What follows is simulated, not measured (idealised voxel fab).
The following is a process module called voxel ribs on slabs.
We display cut, a cross-section 265 nm in width whose square cells are each 5 nm.
In what follows, cross-sections appear as grids of square cells, described through bands that run from the top down, where every band is one or more rows of cells. Heights first: top, then bottom, in nm. Then materials, left to right, each with a width in nm. "everywhere" on a single material: fills the band edge to edge. "blank": empty space. Ref level 0: as-received wafer is one material below here. Bottom band extends down with no lower bound ("0 nm and below"). Width spec "30->40" -> top row of cells at first value, bottom row at second value, equal per-row change in between. The designation "nothing was modified", where it is given for a processing step, indicates that no cell of the cross-section was altered in the course of that step. Voids not open to the top, 8 cells minimum: see "Tabulated closed voids". Written width x height at distance; distance is from the left edge; nm. Where a step's line continues beyond its settings, the continuation is a remark by the simulator itself on that step. Among the settings permitted on a step's line is "overlay nm"; applied to a step with a mask, it specifies the extent to which the mask lay to the right of its planned position, whereas a negative figure signifies a position to the left.
These are the steps we planned for the process
1) RECEIVE: material Si
2) DIRECTIONAL_DEP: material SiO2, thk nm 25
3) DIRECTIONAL_DEP: material polySi, thk nm 20
4) PATTERN: tone cover, mask id RIB, material resist, width nm 25, thk nm 20, overlay nm 0
5) DIRECTIONAL_ETCH: etch materials polySi, depth nm 10
6) STRIP: etch materials resist
7) MASKED_ETCH: tone cover, mask id SLAB, width nm 65, etch materials polySi, depth nm 10, overlay nm 0
8) FILL_DEP: material SiO2, thk nm 15
9) CMP: height nm 60
10) DIRECTIONAL_DEP: material W, thk nm 5
11) MASKED_ETCH: tone cover, mask id HEATER, width nm 35, etch materials W, depth nm 5, overlay nm 0
12) CONFORMAL_DEP: material SiN, thk nm 10
Keep in mind the plan's value for the thk nm of step 2 comes from the first wafer; the wafers don't share that setting, but they do share the same starting point.
Sectional view: first of several wafers, as received, after step 1
* 0 nm and below = Si everywhere
* Tabulated closed voids: none
Quick key for the table: a row per wafer, taken at the end of the module. For each material it tells you how many cells the wafer gained (+) or lost (-) since it came in, and the closed voids come after
thk nm 25 | +110 SiN | +600 SiO2 | +7 W | +36 polySi | Tabulated closed voids: none
thk nm 30 | +110 SiN | +600 SiO2 | +7 W | +36 polySi | Tabulated closed voids: none
thk nm 35 | +110 SiN | +600 SiO2 | +7 W | +36 polySi | Tabulated closed voids: none
thk nm 40 | +110 SiN | +600 SiO2 | +7 W | +36 polySi | Tabulated closed voids: none
thk nm 45 | +110 SiN | +605 SiO2 | +7 W | +31 polySi | Tabulated closed voids: none
